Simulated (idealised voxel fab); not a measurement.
Process module, titled voxel gate over fins
The figure presents cross-section cut, which has a width of 180 nm and is divided into square cells with an edge length of 5 nm.
Think of the cross-section as a grid of square cells. We describe it in bands, top to bottom, and each band covers one or more rows of those cells.
Heads up on the band format: heights come first, top then bottom, in nm. After that it's the materials left to right, each with its width in nm. A single material flagged "everywhere" fills the whole band edge to edge, and "air" means there's empty space there.
Height datum 0, below which the as-received substrate wafer is one material. Lowest band open at the bottom, running downward: "from 0 down".
A two-number width, for instance "30 to 40", indicates that the width is equal to the first number in the top row of the band and to the second number in the bottom row, and that it changes by a constant amount per row of cells.
Step note "all unchanged" = no cross-section cell changed.
Empty spaces counting at least 8 cells and having no open way to the top are listed in "Sealed cavities". The notation width x height at distance is used for each, the distance being from the left edge and all three values in nm.
On a step's line, text after the settings is the simulator commenting on that step.
Among the settings permitted on a step's line is "overlay nm"; applied to a step with a mask, it specifies the extent to which the mask lay to the right of its planned position, whereas a negative figure signifies a position to the left.
The process steps that were planned are listed below
- 1: RECEIVE (material Si)
- 2: CONFORMAL_DEP (material SiN; thk nm 5)
- 3: PATTERN (tone cover; mask id FINS; material resist; width nm 15; pitch nm 35; thk nm 15; overlay nm 0)
- 4: DIRECTIONAL_ETCH (etch materials SiN; depth nm 5)
- 5: DIRECTIONAL_ETCH (etch materials Si; depth nm 35)
- 6: STRIP (etch materials resist)
- 7: FILL_DEP (material SiO2; thk nm 5)
- 8: CMP (height nm 5)
- 9: SELECTIVE_ETCH (etch materials SiO2; depth nm 15)
- 10: STRIP (etch materials SiN)
- 11: CONFORMAL_DEP (material HfO2; thk nm 5)
- 12: CONFORMAL_DEP (material TiN; thk nm 5)
- 13: FILL_DEP (material W; thk nm 10)
- 14: CMP (height nm 15)
- 15: CONFORMAL_DEP (material SiN; thk nm 5)
The first of the two wafers, which ran as planned
Cross-section of the wafer upon arrival, representing the state reached after step 1
from 0 down = Si everywhere
Sealed cavities: none
Wafer after step 2 (cross-section)
from 5 to 0 = SiN everywhere
Under the height 0 nothing was changed.
Wafer after step 3 (cross-section)
from 20 to 5 = air: 45, then resist: 15, then air: 20, then resist: 15, then air: 20, then resist: 15, then air: 50
Under the height 5 nothing was changed.
Wafer after step 4 (cross-section)
from 20 to 5 = air: 45, then resist: 15, then air: 20, then resist: 15, then air: 20, then resist: 15, then air: 50
from 5 to 0 = air: 45, then SiN: 15, then air: 20, then SiN: 15, then air: 20, then SiN: 15, then air: 50
Under the height 0 nothing was changed.
Wafer after step 5 (cross-section)
from 20 to 5 = air: 45, then resist: 15, then air: 20, then resist: 15, then air: 20, then resist: 15, then air: 50
from 5 to 0 = air: 45, then SiN: 15, then air: 20, then SiN: 15, then air: 20, then SiN: 15, then air: 50
from 0 to -35 = air: 45, then Si: 15, then air: 20, then Si: 15, then air: 20, then Si: 15, then air: 50
Under the height -35 nothing was changed.
Wafer after step 6 (cross-section)
from 5 to 0 = air: 45, then SiN: 15, then air: 20, then SiN: 15, then air: 20, then SiN: 15, then air: 50
Under the height 0 nothing was changed.
Wafer after step 7 (cross-section)
from 10 to 5 = SiO2 everywhere
from 5 to 0 = SiO2: 45, then SiN: 15, then SiO2: 20, then SiN: 15, then SiO2: 20, then SiN: 15, then SiO2: 50
from 0 to -35 = SiO2: 45, then Si: 15, then SiO2: 20, then Si: 15, then SiO2: 20, then Si: 15, then SiO2: 50
Under the height -35 nothing was changed.
Wafer after step 8 (cross-section)
from 5 to 0 = SiO2: 45, then SiN: 15, then SiO2: 20, then SiN: 15, then SiO2: 20, then SiN: 15, then SiO2: 50
Under the height 0 nothing was changed.
Wafer after step 9 (cross-section)
from 5 to 0 = air: 45, then SiN: 15, then air: 20, then SiN: 15, then air: 20, then SiN: 15, then air: 50
from 0 to -10 = air: 45, then Si: 15, then air: 20, then Si: 15, then air: 20, then Si: 15, then air: 50
Under the height -10 nothing was changed.
Wafer after step 10 (cross-section)
from 0 to -10 = air: 45, then Si: 15, then air: 20, then Si: 15, then air: 20, then Si: 15, then air: 50
Under the height -10 nothing was changed.
Wafer after step 11 (cross-section)
from 5 to 0 = air: 40, then HfO2: 25, then air: 10, then HfO2: 25, then air: 10, then HfO2: 25, then air: 45
from 0 to -5 = air: 40, then HfO2: 5, then Si: 15, then HfO2: 5, then air: 10, then HfO2: 5, then Si: 15, then HfO2: 5, then air: 10, then HfO2: 5, then Si: 15, then HfO2: 5, then air: 45
from -5 to -10 = HfO2: 45, then Si: 15, then HfO2: 20, then Si: 15, then HfO2: 20, then Si: 15, then HfO2: 50
Under the height -10 nothing was changed.
Wafer after step 12 (cross-section)
from 10 to 5 = air: 35, then TiN: 105, then air: 40
from 5 to 0 = air: 35, then TiN: 5, then HfO2: 25, then TiN: 10, then HfO2: 25, then TiN: 10, then HfO2: 25, then TiN: 5, then air: 40
from 0 to -5 = TiN: 40, then HfO2: 5, then Si: 15, then HfO2: 5, then TiN: 10, then HfO2: 5, then Si: 15, then HfO2: 5, then TiN: 10, then HfO2: 5, then Si: 15, then HfO2: 5, then TiN: 45
Under the height -5 nothing was changed.
Wafer after step 13 (cross-section)
from 20 to 10 = W everywhere
from 10 to 5 = W: 35, then TiN: 105, then W: 40
from 5 to 0 = W: 35, then TiN: 5, then HfO2: 25, then TiN: 10, then HfO2: 25, then TiN: 10, then HfO2: 25, then TiN: 5, then W: 40
Under the height 0 nothing was changed.
Wafer after step 14 (cross-section)
from 15 to 10 = W everywhere
Under the height 10 nothing was changed.
Wafer after step 15 (cross-section)
from 20 to 15 = SiN everywhere
Under the height 15 nothing was changed.
Second wafer. Start and plan as for the first. One mistake made in running. Agrees with the first up to and including step 10
What the second wafer looks like in cross-section when step 11 should have wrapped up
from 5 to 0 = air: 40, then TiN: 25, then air: 10, then TiN: 25, then air: 10, then TiN: 25, then air: 45
from 0 to -5 = air: 40, then TiN: 5, then Si: 15, then TiN: 5, then air: 10, then TiN: 5, then Si: 15, then TiN: 5, then air: 10, then TiN: 5, then Si: 15, then TiN: 5, then air: 45
from -5 to -10 = TiN: 45, then Si: 15, then TiN: 20, then Si: 15, then TiN: 20, then Si: 15, then TiN: 50
Under the height -10 nothing was changed.
What the second wafer looks like in cross-section when step 12 should have wrapped up
from 10 to 5 = air: 35, then HfO2: 105, then air: 40
from 5 to 0 = air: 35, then HfO2: 5, then TiN: 25, then HfO2: 10, then TiN: 25, then HfO2: 10, then TiN: 25, then HfO2: 5, then air: 40
from 0 to -5 = HfO2: 40, then TiN: 5, then Si: 15, then TiN: 5, then HfO2: 10, then TiN: 5, then Si: 15, then TiN: 5, then HfO2: 10, then TiN: 5, then Si: 15, then TiN: 5, then HfO2: 45
Under the height -5 nothing was changed.
What the second wafer looks like in cross-section when step 13 should have wrapped up
from 20 to 10 = W everywhere
from 10 to 5 = W: 35, then HfO2: 105, then W: 40
from 5 to 0 = W: 35, then HfO2: 5, then TiN: 25, then HfO2: 10, then TiN: 25, then HfO2: 10, then TiN: 25, then HfO2: 5, then W: 40
Under the height 0 nothing was changed.
What the second wafer looks like in cross-section when step 14 should have wrapped up
from 15 to 10 = W everywhere
Under the height 10 nothing was changed.
What the second wafer looks like in cross-section when step 15 should have wrapped up
from 20 to 15 = SiN everywhere
Under the height 15 nothing was changed.
It is concluded that the wafer was processed incorrectly with respect to the plan, in that transposition of steps 11 and 12 relative to the planned sequence
At the close, every material occupies the same number of cells on the second wafer as on the first, only in different positions.
